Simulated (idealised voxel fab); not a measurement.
The document below concerns the process module designated voxel wiring stack.
Square cell edge 5 nm, section width 300 nm, ID cut.
Heads up, the way a cross-section reads in here is a grid of square cells, handed over as bands from the top down, with every band being one or more rows of cells. Within each band entry, the heights of the top and of the bottom of the band appear first, in that order and in nm; the materials of the band then follow from left to right, each with its corresponding width in nm. The designation "all across" on a single material indicates that it fills the band from edge to edge; the designation "empty" indicates empty space. Basically, 0 is our baseline, since under it the wafer straight out of the box is all one material. The bottom band has no lower end and keeps on going down, so it looks like "0 down". The two numbers in a width such as "30->40" mark its ends across the band: the first belongs to the top row of cells, the second to the bottom row, and from each row to the next the width moves by the same amount. When a step is marked "identical to before", none of the cells in the cross-section changed during that step. "Entrapped voids": empty spaces of 8 cells or more with no open way to the top, each given as width x height at distance, distance from the left edge, all in nm. Past the settings on a step's line: simulator remark, on that step. If you see "overlay nm" on a step's line and that step has a mask, it's telling you how far right of where it was planned the mask ended up; a negative number means it went left instead.
[Process steps foreseen in the plan]
1) op RECEIVE | material Si
2) op CONFORMAL_DEP | material SiO2 | thk nm 10
3) op DIRECTIONAL_DEP | material TiN | thk nm 5
4) op DIRECTIONAL_DEP | material W | thk nm 25
5) op MASKED_ETCH | tone cover | mask id METAL_1 | width nm 25 | pitch nm 45 | etch materials W | depth nm 25 | overlay nm 0
6) op MASKED_ETCH | tone cover | mask id METAL_1 | width nm 25 | pitch nm 45 | etch materials TiN | depth nm 5 | overlay nm 0
7) op FILL_DEP | material lowk | thk nm 10
8) op CMP | height nm 40
9) op CONFORMAL_DEP | material SiCN | thk nm 5
10) op DIRECTIONAL_DEP | material lowk | thk nm 20
11) op MASKED_ETCH | tone open | mask id PLUG_1 | width nm 15 | pitch nm 45 | etch materials lowk | depth nm 20 | overlay nm 0
12) op MASKED_ETCH | tone open | mask id PLUG_1 | width nm 15 | pitch nm 45 | etch materials SiCN | depth nm 5 | overlay nm 0
13) op CONFORMAL_DEP | material TiN | thk nm 5
14) op FILL_DEP | material W | thk nm 5
15) op CMP | height nm 65
16) op CONFORMAL_DEP | material SiN | thk nm 5
17) op DIRECTIONAL_DEP | material SiO2 | thk nm 20
18) op DIRECTIONAL_DEP | material aC | thk nm 10
19) op PATTERN | tone open | mask id METAL_2 | material resist | width nm 25 | pitch nm 45 | thk nm 25 | overlay nm 0
20) op DIRECTIONAL_ETCH | etch materials aC | depth nm 10
21) op STRIP | etch materials resist
22) op DIRECTIONAL_ETCH | etch materials SiO2 | depth nm 20
23) op DIRECTIONAL_ETCH | etch materials SiN | depth nm 5
24) op STRIP | etch materials aC
25) op CONFORMAL_DEP | material TiN | thk nm 5
26) op FILL_DEP | material Cu | thk nm 5
27) op CMP | height nm 90
28) op CONFORMAL_DEP | material SiN | thk nm 5
The thk nm used in step 28 is not the same on every wafer, whereas the starting condition is; the value printed in the plan is the first wafer's.
[Cross-section, first of several wafers, as delivered after step 1]
  0 down = Si all across
  Entrapped voids: none
[Once step 28, the last step, is complete, the module is at its end; this is the cross-section of the first of several wafers]
  95 to 90 = SiN all across
  90 to 70 = SiO2: 115; TiN: 5; Cu: 15; TiN: 5; SiO2: 20; TiN: 5; Cu: 15; TiN: 5; SiO2: 115
  70 to 65 = SiN: 115; TiN: 25; SiN: 20; TiN: 25; SiN: 115
  65 to 45 = lowk: 115; TiN: 5; W: 5; TiN: 5; lowk: 30; TiN: 5; W: 5; TiN: 5; lowk: 125
  45 to 40 = SiCN: 115; TiN: 15; SiCN: 30; TiN: 15; SiCN: 125
  40 to 15 = lowk: 115; W: 25; lowk: 20; W: 25; lowk: 115
  15 to 10 = lowk: 115; TiN: 25; lowk: 20; TiN: 25; lowk: 115
  10 to 0 = SiO2 all across
  0 down = Si all across
  Entrapped voids: none
[The last wafer as seen in cross-section at the end of the module]
  110 to 90 = SiN all across
  90 to 70 = SiO2: 115; TiN: 5; Cu: 15; TiN: 5; SiO2: 20; TiN: 5; Cu: 15; TiN: 5; SiO2: 115
  70 to 65 = SiN: 115; TiN: 25; SiN: 20; TiN: 25; SiN: 115
  65 to 45 = lowk: 115; TiN: 5; W: 5; TiN: 5; lowk: 30; TiN: 5; W: 5; TiN: 5; lowk: 125
  45 to 40 = SiCN: 115; TiN: 15; SiCN: 30; TiN: 15; SiCN: 125
  40 to 15 = lowk: 115; W: 25; lowk: 20; W: 25; lowk: 115
  15 to 10 = lowk: 115; TiN: 25; lowk: 20; TiN: 25; lowk: 115
  10 to 0 = SiO2 all across
  0 down = Si all across
  Entrapped voids: none
[Take any row and you have a wafer at the end of the module: how many cells of each material it has gained (+) or lost (-) since it was received, and then its closed voids]
thk nm 5 | +24 Cu | +54 SiCN | +110 SiN | +320 SiO2 | +58 TiN | +58 W | +516 lowk | Entrapped voids: none
thk nm 10 | +24 Cu | +54 SiCN | +170 SiN | +320 SiO2 | +58 TiN | +58 W | +516 lowk | Entrapped voids: none
thk nm 15 | +24 Cu | +54 SiCN | +230 SiN | +320 SiO2 | +58 TiN | +58 W | +516 lowk | Entrapped voids: none
thk nm 20 | +24 Cu | +54 SiCN | +290 SiN | +320 SiO2 | +58 TiN | +58 W | +516 lowk | Entrapped voids: none
